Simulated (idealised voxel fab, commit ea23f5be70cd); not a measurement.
This is a process module. Its name is voxel tone inversion.
Cross-section cut spans 140 nm and uses square cells 5 nm in size.
A cross-section in this document is a grid of square cells, and it is written down as bands, the top band listed before the ones below it; a band is made up of one or more rows of cells.
Band entry format. Leading values: height of top, height of bottom, nm. Remainder: materials in left-to-right order, each with its width in nm. Special words: "all across" on a single material, which then fills the band edge to edge; "blank", empty space.
For the purposes of this specification, 0 denotes the height below which the wafer in its as-received condition is composed wholly of one material, and the lowermost band, lacking a lower limit, extends downward without end, as expressed in "0 and below".
It should be noted that a width expressed as "30->40" varies in equal increments from row to row of cells within the band, taking the value of the first number at the top row and that of the second number at the bottom row.
The designation "identical to before", where it is given for a processing step, indicates that no cell of the cross-section was altered in the course of that step.
Under "Enclosed voids" you'll find the enclosed gaps, the ones with no way out to the top, that are 8 cells or bigger; each reads width x height at distance, with distance counted from the left edge, everything in nm.
The remark found on a step's line after its settings is issued by the simulator itself and pertains to that step.
overlay nm: where the mask lay relative to plan, measured to the right, on steps with a mask; negatives go left.
[Steps in the process plan]
1 RECEIVE, material Si
2 CONFORMAL_DEP, material SiCN, thk nm 10
3 DIRECTIONAL_DEP, material aC, thk nm 15
4 PATTERN, tone cover, mask id POSTS, material resist, width nm 15, pitch nm 30, thk nm 25, overlay nm 0
5 DIRECTIONAL_ETCH, etch materials aC, depth nm 15
6 STRIP, etch materials resist
7 FILL_DEP, material lowk, thk nm 10
8 CMP, height nm 25
9 STRIP, etch materials aC
[First out of two wafers; run went to plan]
[So this is the incoming wafer in cross-section - it's already been through step 1]
> 0 and below = Si all across
> Enclosed voids: none
[You're looking at a cross-section of the wafer after step 2]
> 10 down to 0 = SiCN all across
> Under the height 0 nothing was changed.
[You're looking at a cross-section of the wafer after step 3]
> 25 down to 10 = aC all across
> Under the height 10 nothing was changed.
[You're looking at a cross-section of the wafer after step 4]
> 50 down to 25 = 45 of blank  15 of resist  15 of blank  15 of resist  50 of blank
> Under the height 25 nothing was changed.
[You're looking at a cross-section of the wafer after step 5]
> 35 down to 25 = 45 of blank  15 of resist  15 of blank  15 of resist  50 of blank
> 25 down to 10 = 45 of blank  15 of aC  15 of blank  15 of aC  50 of blank
> Under the height 10 nothing was changed.
[You're looking at a cross-section of the wafer after step 6]
> 25 down to 10 = 45 of blank  15 of aC  15 of blank  15 of aC  50 of blank
> Under the height 10 nothing was changed.
[You're looking at a cross-section of the wafer after step 7]
> 35 down to 25 = lowk all across
> 25 down to 10 = 45 of lowk  15 of aC  15 of lowk  15 of aC  50 of lowk
> Under the height 10 nothing was changed.
[You're looking at a cross-section of the wafer after step 8]
> 25 down to 10 = 45 of lowk  15 of aC  15 of lowk  15 of aC  50 of lowk
> Under the height 10 nothing was changed.
[You're looking at a cross-section of the wafer after step 9]
> 25 down to 10 = 45 of lowk  15 of blank  15 of lowk  15 of blank  50 of lowk
> Under the height 10 nothing was changed.
[The remaining wafer, second of the two, started like the first and was run to the same plan, except that one mistake was made along the way; the two coincide through step 1, inclusive]
The second wafer in cross-section, at the planned close of step 2: identical to before
[The second wafer in cross-section, at the planned close of step 3]
> 15 down to 0 = aC all across
> Under the height 0 nothing was changed.
[The second wafer in cross-section, at the planned close of step 4]
> 40 down to 15 = 45 of blank  15 of resist  15 of blank  15 of resist  50 of blank
> Under the height 15 nothing was changed.
[The second wafer in cross-section, at the planned close of step 5]
> 25 down to 15 = 45 of blank  15 of resist  15 of blank  15 of resist  50 of blank
> 15 down to 0 = 45 of blank  15 of aC  15 of blank  15 of aC  50 of blank
> Under the height 0 nothing was changed.
[The second wafer in cross-section, at the planned close of step 6]
> 15 down to 0 = 45 of blank  15 of aC  15 of blank  15 of aC  50 of blank
> Under the height 0 nothing was changed.
[The second wafer in cross-section, at the planned close of step 7]
> 25 down to 15 = lowk all across
> 15 down to 0 = 45 of lowk  15 of aC  15 of lowk  15 of aC  50 of lowk
> Under the height 0 nothing was changed.
The second wafer in cross-section, at the planned close of step 8: identical to before
The second wafer in cross-section, at the planned close of step 9: identical to before
Finding, execution versus plan: step 2 of the plan was bypassed and not carried out
Per the end-of-run cell counts, the second wafer holds more or fewer of some materials than the first: 56 fewer of SiCN, 18 more of aC, 56 more of lowk
